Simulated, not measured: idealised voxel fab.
Documented hereafter: the process module known as voxel capacitor over wiring.
205 nm wide, 5 nm square cells: that's cross-section cut.
A cross-section is written here as square cells arranged in a grid, and it is given in bands from the top down, each band taking up one or more rows of cells.
Band: top and bottom heights (nm) first, top before bottom; then materials from left to right, widths in nm. "full width" marks a sole material filling the band edge to edge. "blank" denotes empty space.
Measure heights from 0. That's the level where, below it, the as-received wafer is all one material. The lowest band is bottomless and extends downward; write it as in "from 0 down".
You'd read "30 to 40" like this: the band's top row of cells is as wide as the first number, its bottom row is as wide as the second, and going down, every row changes width by the same amount as the row before did.
Reading "no change" for a step: not a cell of the cross-section changed in it.
Closed-off voids of 8+ cells (no open route to the top) go in "Enclosed void entries", written width x height at distance from the left edge, in nm.
Past the settings on a step's line: simulator remark, on that step.
overlay nm: mask right of planned place by this much (step with mask). Neg. = left.
# Planned process steps
1,RECEIVE | material Si
2,CONFORMAL_DEP | material SiO2 | thk nm 10
3,CONFORMAL_DEP | material SiN | thk nm 5
4,DIRECTIONAL_DEP | material lowk | thk nm 20
5,DIRECTIONAL_DEP | material aC | thk nm 10
6,PATTERN | tone open | mask id METAL_1 | material resist | width nm 20 | pitch nm 70 | thk nm 25 | overlay nm 0
7,DIRECTIONAL_ETCH | etch materials aC | depth nm 10
8,STRIP | etch materials resist
9,DIRECTIONAL_ETCH | etch materials lowk | depth nm 20
10,DIRECTIONAL_ETCH | etch materials SiN | depth nm 5
11,STRIP | etch materials aC
12,CONFORMAL_DEP | material TiN | thk nm 5
13,FILL_DEP | material Cu | thk nm 10
14,CMP | height nm 35
15,CONFORMAL_DEP | material SiCN | thk nm 5
16,DIRECTIONAL_DEP | material SiO2 | thk nm 15
17,DIRECTIONAL_DEP | material aC | thk nm 15
18,PATTERN | tone open | mask id PLUG_1 | material resist | width nm 15 | thk nm 30 | overlay nm 0
19,DIRECTIONAL_ETCH | etch materials aC | depth nm 15
20,STRIP | etch materials resist
21,DIRECTIONAL_ETCH | etch materials SiO2 | depth nm 15
22,DIRECTIONAL_ETCH | etch materials SiCN | depth nm 5
23,STRIP | etch materials aC
24,EPI | material Ru | thk nm 10
25,EPI | material Ru | thk nm 10
26,DIRECTIONAL_DEP | material TiN | thk nm 10
27,DIRECTIONAL_DEP | material SiN | thk nm 5
28,DIRECTIONAL_DEP | material TiN | thk nm 10
29,DIRECTIONAL_DEP | material aC | thk nm 15
30,PATTERN | tone cover | mask id UPPER_PLATE | material resist | width nm 55 | thk nm 35 | overlay nm 0
31,DIRECTIONAL_ETCH | etch materials aC | depth nm 15
32,STRIP | etch materials resist
33,DIRECTIONAL_ETCH | etch materials TiN | depth nm 10
34,DIRECTIONAL_ETCH | etch materials SiN | depth nm 5
35,STRIP | etch materials aC
36,MASKED_ETCH | tone cover | mask id LOWER_PLATE | width nm 65 | etch materials TiN | depth nm 10 | overlay nm 0
37,FILL_DEP | material SiO2 | thk nm 20
38,CMP | height nm 95
39,MASKED_ETCH | tone open | mask id PLUG_2 | width nm 15 | etch materials SiO2 | depth nm 15 | overlay nm 0
40,CONFORMAL_DEP | material TiN | thk nm 5
41,FILL_DEP | material Cu | thk nm 5
42,CMP | height nm 95
43,CONFORMAL_DEP | material SiCN | thk nm 5
# As-received state of the wafer in cross-section, equivalent to post-step 1
    from 0 down | Si full width
    Enclosed void entries: none
# End-of-module cross-section. Starting structure and process plan as above; one mistake made in running it
    from 100 to 95 | SiCN full width
    from 95 to 85 | SiO2 70 | TiN 5 | Cu 5 | TiN 5 | SiO2 120
    from 85 to 80 | SiO2 70 | TiN 15 | SiO2 120
    from 80 to 70 | SiO2 60 | TiN 55 | SiO2 90
    from 70 to 65 | SiO2 60 | SiN 55 | SiO2 90
    from 65 to 55 | SiO2 55 | TiN 65 | SiO2 85
    from 55 to 40 | SiO2 60 | Ru 15 | SiO2 130
    from 40 to 35 | SiCN 60 | Ru 15 | SiCN 130
    from 35 to 30 | TiN 60 | Cu 10 | TiN 60 | Cu 10 | TiN 65
    from 30 to 15 | lowk 55 | TiN 5 | Cu 10 | TiN 5 | lowk 50 | TiN 5 | Cu 10 | TiN 5 | lowk 60
    from 15 to 10 | lowk 55 | TiN 20 | lowk 50 | TiN 20 | lowk 60
    from 10 to 0 | SiO2 full width
    from 0 down | Si full width
    Enclosed void entries: none
Deviation noted in wafer processing: the plan's step 3 was left out and never carried out
